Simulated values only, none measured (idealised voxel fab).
A process module follows: voxel transistor to metal.
The figure presents cross-section cut, which has a width of 180 nm and is divided into square cells with an edge length of 5 nm.
In this document a cross-section is written as a grid of square cells. It is given as a series of bands, listed from the top down, and a band is one or more rows of cells. Heads up on the band format: heights come first, top then bottom, in nm. After that it's the materials left to right, each with its width in nm. A single material flagged "everywhere" fills the whole band edge to edge, and "air" means there's empty space there. It should be noted that heights are counted from 0, beneath which the wafer as supplied is of one material throughout, and that the lowest band possesses no lower boundary but continues downward, as written in "z 0 and below". A width such as "30->40" changes by the same amount from each row of cells to the next, from the band's top row to its bottom row. "no alteration" -> step changed no cross-section cell. "Enclosed void list" contains a list of empty spaces, each no smaller than 8 cells and without an open way to the top, written in the form width x height at distance with the distance from the left edge and all three in nm. Note: text after step settings on the step line = simulator remark on that step. overlay nm: for a step with a mask, the amount by which the mask lay right of where it was planned; a negative amount means left of it.
-- These are the steps we planned for the process
1) RECEIVE [material Si]
2) CONFORMAL_DEP [material SiO2] [thk nm 5]
3) CONFORMAL_DEP [material SiN] [thk nm 10]
4) MASKED_ETCH [tone cover] [mask id ACTIVE] [width nm 105] [etch materials SiN] [depth nm 10] [overlay nm 0]
5) MASKED_ETCH [tone cover] [mask id ACTIVE] [width nm 105] [etch materials SiO2] [depth nm 5] [overlay nm 0]
6) MASKED_ETCH [tone cover] [mask id ACTIVE] [width nm 105] [etch materials Si] [depth nm 35] [overlay nm 0]
7) FILL_DEP [material SiO2] [thk nm 15]
8) CMP [height nm 15]
9) SELECTIVE_ETCH [etch materials SiO2] [depth nm 5]
10) STRIP [etch materials SiN]
11) SELECTIVE_ETCH [etch materials SiO2] [depth nm 5]
12) OXIDIZE [depth nm 5]
13) DIRECTIONAL_DEP [material polySi] [thk nm 20]
14) DIRECTIONAL_DEP [material SiCN] [thk nm 10]
15) MASKED_ETCH [tone cover] [mask id GATE] [width nm 25] [etch materials SiCN] [depth nm 20] [overlay nm 0]
16) MASKED_ETCH [tone cover] [mask id GATE] [width nm 25] [etch materials polySi] [depth nm 30] [overlay nm 0]
17) CONFORMAL_DEP [material SiN] [thk nm 10]
18) DIRECTIONAL_ETCH [etch materials SiN] [depth nm 10]
19) DIRECTIONAL_ETCH [etch materials SiO2] [depth nm 5]
20) DIRECTIONAL_ETCH [etch materials Si] [depth nm 10]
21) EPI [material nSi] [thk nm 10]
22) FILL_DEP [material SiO2] [thk nm 5]
23) CMP [height nm 30]
24) DIRECTIONAL_DEP [material SiO2] [thk nm 15]
25) PATTERN [tone open] [mask id CONTACT] [material resist] [width nm 30] [pitch nm 65] [thk nm 15] [overlay nm 0]
26) DIRECTIONAL_ETCH [etch materials SiO2] [depth nm 50]
27) STRIP [etch materials resist]
28) CONFORMAL_DEP [material TiN] [thk nm 5]
29) FILL_DEP [material W] [thk nm 5]
30) CMP [height nm 45]
31) CONFORMAL_DEP [material SiCN] [thk nm 5]
32) DIRECTIONAL_DEP [material lowk] [thk nm 25]
33) PATTERN [tone open] [mask id METAL_1] [material resist] [width nm 15] [pitch nm 80] [thk nm 20] [overlay nm 0]
34) DIRECTIONAL_ETCH [etch materials lowk] [depth nm 25]
35) DIRECTIONAL_ETCH [etch materials SiCN] [depth nm 5]
36) STRIP [etch materials resist]
37) CONFORMAL_DEP [material TiN] [thk nm 5]
38) FILL_DEP [material W] [thk nm 10]
39) CMP [height nm 75]
40) CONFORMAL_DEP [material SiCN] [thk nm 5]
41) DIRECTIONAL_DEP [material SiO2] [thk nm 35]
42) MASKED_ETCH [tone open] [mask id METAL_2] [width nm 15] [pitch nm 80] [etch materials SiO2] [depth nm 20] [overlay nm 0]
43) DIRECTIONAL_DEP [material aC] [thk nm 10]
44) PATTERN [tone open] [mask id METAL_2_HOLES] [material resist] [width nm 15] [pitch nm 80] [thk nm 25] [overlay nm 0]
45) DIRECTIONAL_ETCH [etch materials aC] [depth nm 10]
46) STRIP [etch materials resist]
47) DIRECTIONAL_ETCH [etch materials SiO2] [depth nm 15]
48) DIRECTIONAL_ETCH [etch materials SiCN] [depth nm 5]
49) STRIP [etch materials aC]
50) CONFORMAL_DEP [material TiN] [thk nm 5]
51) FILL_DEP [material Cu] [thk nm 10]
52) CMP [height nm 115]
53) CONFORMAL_DEP [material SiCN] [thk nm 5]
-- Cross-section of the wafer upon arrival, representing the state reached after step 1
* z 0 and below: Si everywhere
* Enclosed void list: none
-- End-of-module XS, first of two wafers, run as planned
* z 120 to 115: SiCN everywhere
* z 115 to 80: SiO2 (40); TiN (5); Cu (5); TiN (5); SiO2 (65); TiN (5); Cu (5); TiN (5); SiO2 (45)
* z 80 to 75: SiCN (40); TiN (15); SiCN (65); TiN (15); SiCN (45)
* z 75 to 50: lowk (40); TiN (5); W (5); TiN (5); lowk (65); TiN (5); W (5); TiN (5); lowk (45)
* z 50 to 45: SiCN (40); TiN (15); SiCN (65); TiN (15); SiCN (45)
* z 45 to 35: SiO2 (40); TiN (5); W (20); TiN (5); SiO2 (35); TiN (5); W (20); TiN (5); SiO2 (45)
* z 35 to 30: SiO2 (40); TiN (5); W (15); TiN (10); SiO2 (35); TiN (10); W (15); TiN (5); SiO2 (45)
* z 30 to 20: SiO2 (40); TiN (5); W (15); TiN (5); SiN (10); SiCN (25); SiN (10); TiN (5); W (15); TiN (5); SiO2 (45)
* z 20 to 10: SiO2 (40); TiN (5); W (15); TiN (5); SiN (10); polySi (25); SiN (10); TiN (5); W (15); TiN (5); SiO2 (45)
* z 10 to 5: SiO2 (40); TiN (25); SiN (10); polySi (25); SiN (10); TiN (25); SiO2 (45)
* z 5 to 0: SiO2 (30); SiN (10); nSi (10); TiN (5); nSi (10); SiN (10); polySi (25); SiN (10); nSi (10); TiN (5); nSi (10); SiN (10); SiO2 (35)
* z 0 to -5: SiO2 (40); nSi (10); TiN (5); nSi (10); SiO2 (45); nSi (10); TiN (5); nSi (10); SiO2 (45)
* z -5 to -15: SiO2 (35); Si (5); nSi (25); Si (45); nSi (25); Si (5); SiO2 (40)
* z -15 to -35: SiO2 (35); Si (105); SiO2 (40)
* z -35 and below: Si everywhere
* Enclosed void list: none
-- Cross-section, second wafer: same start as the first, same plan as the first, one mistake in running it; taken at the end of the module
* z 120 to 115: SiCN everywhere
* z 115 to 80: SiO2 (40); TiN (5); Cu (5); TiN (5); SiO2 (65); TiN (5); Cu (5); TiN (5); SiO2 (45)
* z 80 to 75: SiCN (40); TiN (15); SiCN (65); TiN (15); SiCN (45)
* z 75 to 50: lowk (40); TiN (5); W (5); TiN (5); lowk (65); TiN (5); W (5); TiN (5); lowk (45)
* z 50 to 45: SiCN (40); TiN (15); SiCN (65); TiN (15); SiCN (45)
* z 45 to 35: SiO2 (40); TiN (5); W (20); TiN (5); SiO2 (35); TiN (5); W (20); TiN (5); SiO2 (45)
* z 35 to 30: SiO2 (40); TiN (5); W (15); TiN (10); SiO2 (35); TiN (10); W (15); TiN (5); SiO2 (45)
* z 30 to 20: SiO2 (40); TiN (5); W (15); TiN (5); SiN (10); SiCN (25); SiN (10); TiN (5); W (15); TiN (5); SiO2 (45)
* z 20 to 15: SiO2 (40); TiN (5); W (15); TiN (5); SiN (10); polySi (25); SiN (10); TiN (5); W (15); TiN (5); SiO2 (45)
* z 15 to 10: SiO2 (40); TiN (25); SiN (10); polySi (25); SiN (10); TiN (25); SiO2 (45)
* z 10 to 5: SiO2 (65); SiN (10); polySi (25); SiN (10); SiO2 (70)
* z 5 to 0: SiO2 (30); SiN (10); nSi (10); SiO2 (5); nSi (10); SiN (10); polySi (25); SiN (10); nSi (10); SiO2 (5); nSi (10); SiN (10); SiO2 (35)
* z 0 to -5: SiO2 (40); nSi (10); SiO2 (5); nSi (10); SiO2 (45); nSi (10); SiO2 (5); nSi (10); SiO2 (45)
* z -5 to -15: SiO2 (35); Si (5); nSi (25); Si (45); nSi (25); Si (5); SiO2 (40)
* z -15 to -35: SiO2 (35); Si (105); SiO2 (40)
* z -35 and below: Si everywhere
* Enclosed void list: none
Processing error: plan step 24 was conducted twice
Looking at both finished wafers in cells, the second ends up ahead of or behind the first on some materials: +14 SiO2, -8 TiN, -6 W
